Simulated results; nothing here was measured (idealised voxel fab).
Module name: voxel ribs on slabs (process module)
The cross-section on display is named cut; it measures 175 nm wide, and its cells are 5 nm squares.
When this document writes out a cross-section, it uses a grid of square cells and lists it as bands, beginning at the top and moving down, with a band standing for one or more rows of cells. The entry gives the band's vertical extent as a top height and a bottom height in nm, then its horizontal make-up as materials from left to right, each with a width in nm. "empty" stands for empty space; a single material marked "all across" fills the band edge to edge. It should be noted that heights are counted from 0, beneath which the wafer as supplied is of one material throughout, and that the lowest band possesses no lower boundary but continues downward, as written in "0 down". So if you see something like "30 to 40" for the width, read it as the top row of the band sitting at the first number and the bottom row at the second, with every row in between moving by the same amount as the last. Step marked "remained the same"? Then no cell in the cross-section changed in it. Voids not open to the top, 8 cells minimum: see "Closed void register". Written width x height at distance; distance is from the left edge; nm. Past the settings on a step's line: simulator remark, on that step. If you see "overlay nm" on a step's line and that step has a mask, it's telling you how far right of where it was planned the mask ended up; a negative number means it went left instead.

Intended process steps
1: RECEIVE: material Si
2: DIRECTIONAL_DEP: material SiO2, thk nm 20
3: DIRECTIONAL_DEP: material polySi, thk nm 15
4: PATTERN: tone cover, mask id RIB, material resist, width nm 30, thk nm 20, overlay nm 0
5: DIRECTIONAL_ETCH: etch materials polySi, depth nm 5
6: STRIP: etch materials resist
7: PATTERN: tone cover, mask id SLAB, material resist, width nm 80, thk nm 20, overlay nm 0
8: DIRECTIONAL_ETCH: etch materials polySi, depth nm 10
9: STRIP: etch materials resist
10: FILL_DEP: material SiO2, thk nm 30
11: CMP: height nm 55
12: DIRECTIONAL_DEP: material TiN, thk nm 10
13: PATTERN: tone cover, mask id HEATER, material resist, width nm 40, thk nm 20, overlay nm 0
14: DIRECTIONAL_ETCH: etch materials TiN, depth nm 10
15: STRIP: etch materials resist
16: CONFORMAL_DEP: material SiO2, thk nm 10
For clarity, it should be stated that the wafers under discussion commence in an identical condition and differ with respect to the width nm of step 7, the plan indicating the value that the first wafer had.

First wafer of several, as received: cross-section after step 1
> 0 down: Si all across
> Closed void register: none

At the end of the module, after its last step, step 16, the first of several wafers appears in cross-section as follows
> 75 to 65: empty 55 nm / SiO2 60 nm / empty 60 nm
> 65 to 55: SiO2 65 nm / TiN 40 nm / SiO2 70 nm
> 55 to 35: SiO2 all across
> 35 to 30: SiO2 70 nm / polySi 30 nm / SiO2 75 nm
> 30 to 20: SiO2 45 nm / polySi 80 nm / SiO2 50 nm
> 20 to 0: SiO2 all across
> 0 down: Si all across
> Closed void register: none

Last-wafer cross-section at the end of the module
> 75 to 65: empty 55 nm / SiO2 60 nm / empty 60 nm
> 65 to 55: SiO2 65 nm / TiN 40 nm / SiO2 70 nm
> 55 to 35: SiO2 all across
> 35 to 30: SiO2 70 nm / polySi 30 nm / SiO2 75 nm
> 30 to 20: SiO2 35 nm / polySi 105 nm / SiO2 35 nm
> 20 to 0: SiO2 all across
> 0 down: Si all across
> Closed void register: none

What follows is a table in which each wafer occupies a row; for the wafer as it stands at the close of the module, the row states, material by material, how many cells have been gained (+) or lost (-) since receipt, and then gives its closed voids
width nm 80, +425 SiO2, +16 TiN, +38 polySi, Closed void register: none
width nm 85, +423 SiO2, +16 TiN, +40 polySi, Closed void register: none
width nm 90, +421 SiO2, +16 TiN, +42 polySi, Closed void register: none
width nm 95, +419 SiO2, +16 TiN, +44 polySi, Closed void register: none
width nm 100, +417 SiO2, +16 TiN, +46 polySi, Closed void register: none
width nm 105, +415 SiO2, +16 TiN, +48 polySi, Closed void register: none
